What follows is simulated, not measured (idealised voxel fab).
Name of the process module below: voxel wiring stack
Cross-sectional view cut (width: 160 nm; square cell size: 5 nm).
In what follows, cross-sections appear as grids of square cells, described through bands that run from the top down, where every band is one or more rows of cells. Look at the band entry: it leads with the top's height and the bottom's height in nm. Then it lists the materials left to right, with a width in nm for each. The word "throughout" on a single material says that material fills the band edge to edge. The word "blank" is empty space. Convention: height 0 is the level below which the wafer, as received, is all one material. The lowest band does not terminate at the bottom but continues downward, represented as "from 0 down". Quick explanation for "30->40": the width changes in equal steps down the rows of cells, from the first number in the band's top row to the second number in its bottom row. "no modifications" (step): cross-section cells unchanged, all of them. Heads up: "Closed internal voids" only lists the empty pockets with no open path to the top that are 8 cells or more, and it writes them as width x height at distance, distance from the left edge, in nm. On each step's line, the part that comes after the settings is the simulator's own comment on the step. overlay nm: on a step with a mask, how far right of its planned place the mask lay; negative means left.
plan
1: RECEIVE | material Si
2: CONFORMAL_DEP | material SiO2 | thk nm 15
3: DIRECTIONAL_DEP | material TiN | thk nm 5
4: DIRECTIONAL_DEP | material W | thk nm 20
5: MASKED_ETCH | tone cover | mask id METAL_1 | width nm 20 | pitch nm 50 | etch materials W | depth nm 20 | overlay nm 0
6: MASKED_ETCH | tone cover | mask id METAL_1 | width nm 20 | pitch nm 50 | etch materials TiN | depth nm 5 | overlay nm 0
7: FILL_DEP | material SiO2 | thk nm 10
8: CMP | height nm 40
9: CONFORMAL_DEP | material SiCN | thk nm 5
10: DIRECTIONAL_DEP | material SiO2 | thk nm 20
11: DIRECTIONAL_DEP | material aC | thk nm 15
12: PATTERN | tone open | mask id PLUG_1 | material resist | width nm 15 | pitch nm 50 | thk nm 35 | overlay nm 0
13: DIRECTIONAL_ETCH | etch materials aC | depth nm 15
14: STRIP | etch materials resist
15: DIRECTIONAL_ETCH | etch materials SiO2 | depth nm 20
16: DIRECTIONAL_ETCH | etch materials SiCN | depth nm 5
17: STRIP | etch materials aC
18: EPI | material Ru | thk nm 10
19: EPI | material Ru | thk nm 10
20: EPI | material Ru | thk nm 5
21: DIRECTIONAL_DEP | material TiN | thk nm 5
22: DIRECTIONAL_DEP | material Ru | thk nm 25
23: PATTERN | tone cover | mask id METAL_2 | material resist | width nm 20 | pitch nm 50 | thk nm 15 | overlay nm 0
24: DIRECTIONAL_ETCH | etch materials Ru | depth nm 25
25: DIRECTIONAL_ETCH | etch materials TiN | depth nm 5
26: STRIP | etch materials resist
27: FILL_DEP | material SiO2 | thk nm 10
28: CMP | height nm 95
29: CONFORMAL_DEP | material SiCN | thk nm 5
Wafer at receipt (post step 1), cross-section
  from 0 down | Si throughout
  Closed internal voids: none
The first of two wafers, cross-sectioned at the end of the module, with the run proceeding as planned
  from 100 to 95 | SiCN throughout
  from 95 to 70 | 20 of SiO2 / 20 of Ru / 30 of SiO2 / 20 of Ru / 30 of SiO2 / 20 of Ru / 20 of SiO2
  from 70 to 65 | 20 of SiO2 / 20 of TiN / 30 of SiO2 / 20 of TiN / 30 of SiO2 / 20 of TiN / 20 of SiO2
  from 65 to 45 | 20 of SiO2 / 15 of Ru / 35 of SiO2 / 15 of Ru / 35 of SiO2 / 15 of Ru / 25 of SiO2
  from 45 to 40 | 20 of SiCN / 15 of Ru / 35 of SiCN / 15 of Ru / 35 of SiCN / 15 of Ru / 25 of SiCN
  from 40 to 20 | 20 of SiO2 / 20 of W / 30 of SiO2 / 20 of W / 30 of SiO2 / 20 of W / 20 of SiO2
  from 20 to 15 | 20 of SiO2 / 20 of TiN / 30 of SiO2 / 20 of TiN / 30 of SiO2 / 20 of TiN / 20 of SiO2
  from 15 to 0 | SiO2 throughout
  from 0 down | Si throughout
  Closed internal voids: none
Cross-sectional image of the second wafer of the two following completion of the module. Starting state and process plan were the same as for the first wafer; one execution error occurred
  from 100 to 95 | SiCN throughout
  from 95 to 80 | 20 of SiO2 / 20 of Ru / 30 of SiO2 / 20 of Ru / 30 of SiO2 / 20 of Ru / 20 of SiO2
  from 80 to 75 | 20 of SiO2 / 20 of TiN / 30 of SiO2 / 20 of TiN / 30 of SiO2 / 20 of TiN / 20 of SiO2
  from 75 to 65 | 10 of SiO2 / 35 of Ru / 15 of SiO2 / 35 of Ru / 15 of SiO2 / 35 of Ru / 15 of SiO2
  from 65 to 45 | 20 of SiO2 / 15 of Ru / 35 of SiO2 / 15 of Ru / 35 of SiO2 / 15 of Ru / 25 of SiO2
  from 45 to 40 | 20 of SiCN / 15 of Ru / 35 of SiCN / 15 of Ru / 35 of SiCN / 15 of Ru / 25 of SiCN
  from 40 to 20 | 20 of SiO2 / 20 of W / 30 of SiO2 / 20 of W / 30 of SiO2 / 20 of W / 20 of SiO2
  from 20 to 15 | 20 of SiO2 / 20 of TiN / 30 of SiO2 / 20 of TiN / 30 of SiO2 / 20 of TiN / 20 of SiO2
  from 15 to 0 | SiO2 throughout
  from 0 down | Si throughout
  Closed internal voids: none
In executing the process, a mistake was made relative to the plan: one of steps 18 and 19 got run twice, and since they're all the same there's no telling which
Counted in cells at the end, the second wafer holds more or fewer of these materials than the first: +18 Ru, -18 SiO2
